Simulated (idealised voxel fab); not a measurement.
process module | voxel trench capacitor
cross-section cut | 220 nm wide | cells 5 nm
A cross-section is a grid of square cells, given in bands from the top down. A band is one or more rows of cells.
Each band's line starts with the height of the band's top and of its bottom, in nm. Then come its materials from left to right, each with its width in nm. One material with "throughout" fills the band from edge to edge. "air" is empty space.
Height 0 is the level under which the wafer as received is all one material. The lowest band goes on downwards, as in "0 down".
A width such as "30 to 40" changes by the same amount from each row of cells to the next, from the band's top row to its bottom row.
"no change" after a step means that no cell of the cross-section changed.
closed voids: empty space of 8 cells or more with no open way to the top, each as width x height at its distance from the left edge, in nm
after a step's settings: what the simulator itself notes on the step
overlay nm, on a step with a mask: how far to the right of its planned place the mask lay; to the left if negative
plan
1 op RECEIVE | material Si
2 op CONFORMAL_DEP | material SiN | thk nm 5
3 op DIRECTIONAL_DEP | material aC | thk nm 10
4 op PATTERN | tone open | mask id TRENCH | material resist | width nm 15 | pitch nm 40 | thk nm 30 | overlay nm 0
5 op DIRECTIONAL_ETCH | etch materials aC | depth nm 10
6 op STRIP | etch materials resist
7 op DIRECTIONAL_ETCH | etch materials SiN | depth nm 5
8 op DIRECTIONAL_ETCH | etch materials Si | depth nm 25
9 op STRIP | etch materials aC
10 op CONFORMAL_DEP | material SiO2 | thk nm 5
11 op FILL_DEP | material polySi | thk nm 5
12 op CMP | height nm 5
as received, after step 1
  0 down: Si throughout
  closed voids: none
first wafer at the end, as planned
  5 to 0: SiN 60 | SiO2 5 | polySi 5 | SiO2 5 | SiN 25 | SiO2 5 | polySi 5 | SiO2 5 | SiN 25 | SiO2 5 | polySi 5 | SiO2 5 | SiN 65
  0 to -20: Si 60 | SiO2 5 | polySi 5 | SiO2 5 | Si 25 | SiO2 5 | polySi 5 | SiO2 5 | Si 25 | SiO2 5 | polySi 5 | SiO2 5 | Si 65
  -20 to -25: Si 60 | SiO2 15 | Si 25 | SiO2 15 | Si 25 | SiO2 15 | Si 65
  -25 down: Si throughout
  closed voids: none
second wafer at the end: like start, like plan, one mistake
  5 to 0: SiN 60 | SiO2 5 | polySi 5 | SiO2 5 | SiN 25 | SiO2 5 | polySi 5 | SiO2 5 | SiN 25 | SiO2 5 | polySi 5 | SiO2 5 | SiN 65
  0 to -45: Si 60 | SiO2 5 | polySi 5 | SiO2 5 | Si 25 | SiO2 5 | polySi 5 | SiO2 5 | Si 25 | SiO2 5 | polySi 5 | SiO2 5 | Si 65
  -45 to -50: Si 60 | SiO2 15 | Si 25 | SiO2 15 | Si 25 | SiO2 15 | Si 65
  -50 down: Si throughout
  closed voids: none
what went wrong: step 8 was run twice
at the end the second wafer has, in cells: 45 fewer of Si | 30 more of SiO2 | 15 more of polySi
